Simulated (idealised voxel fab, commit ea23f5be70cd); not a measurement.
process module | voxel lift off
Xsec cut, 180 nm wide, square cell size 5 nm.
In this document a cross-section is written as a grid of square cells. It is given as a series of bands, listed from the top down, and a band is one or more rows of cells.
Basically the band line says how high the top is and how high the bottom is, in nm, and then what's in it from left to right, every material with its width in nm. Empty space shows up as "air", and if a single material carries "edge to edge" it runs the full band edge to edge.
Heights are expressed relative to 0, this being the level below which the as-received wafer comprises one material exclusively. The lowest band is unbounded in the downward direction and is denoted as in "0 down".
A two-number width, for instance "30->40", indicates that the width is equal to the first number in the top row of the band and to the second number in the bottom row, and that it changes by a constant amount per row of cells.
You'll sometimes find "remains unaltered" written for a step, and that's the way of saying that nowhere in the cross-section did a cell change during that step.
"Enclosed cavity list" contains a list of empty spaces, each no smaller than 8 cells and without an open way to the top, written in the form width x height at distance with the distance from the left edge and all three in nm.
after a step's settings: what the simulator itself notes on the step
You can add "overlay nm" to a step's line. For a step with a mask, it describes how far the mask lay to the right of its planned position, and a negative number describes a lay to the left.

THE PLANNED PROCESS STEPS ARE ENUMERATED HEREUNDER
1: RECEIVE [material Si]
2: CONFORMAL_DEP [material Al2O3] [thk nm 10]
3: PATTERN [tone open] [mask id LINES] [material resist] [width nm 20] [pitch nm 40] [thk nm 20] [overlay nm 0]
4: DIRECTIONAL_DEP [material Ru] [thk nm 10]
5: STRIP [etch materials resist]
6: CONFORMAL_DEP [material SiN] [thk nm 10]

CROSS-SECTIONAL VIEW OF THE WAFER IN ITS AS-RECEIVED CONDITION, CORRESPONDING TO THE STATE AFTER STEP 1
	0 down: Si edge to edge
	Enclosed cavity list: none

STARTING STRUCTURE AND PROCESS PLAN ARE AS SHOWN ABOVE, BUT ONE MISTAKE WAS MADE IN RUNNING THE MODULE; THE WAFER CROSS-SECTION AT THE END OF THE MODULE FOLLOWS
	35 to 25: 10 of air | 160 of SiN | 10 of air
	25 to 20: 10 of air | 10 of SiN | 20 of Ru | 20 of SiN | 20 of Ru | 20 of SiN | 20 of Ru | 20 of SiN | 20 of Ru | 10 of SiN | 10 of air
	20 to 10: 20 of SiN | 20 of Ru | 20 of SiN | 20 of Ru | 20 of SiN | 20 of Ru | 20 of SiN | 20 of Ru | 20 of SiN
	10 to 0: Al2O3 edge to edge
	0 down: Si edge to edge
	Enclosed cavity list: none
Misprocessing identified: step 4 changed vs plan, executed as DIRECTIONAL_DEP [material Ru] [thk nm 15]
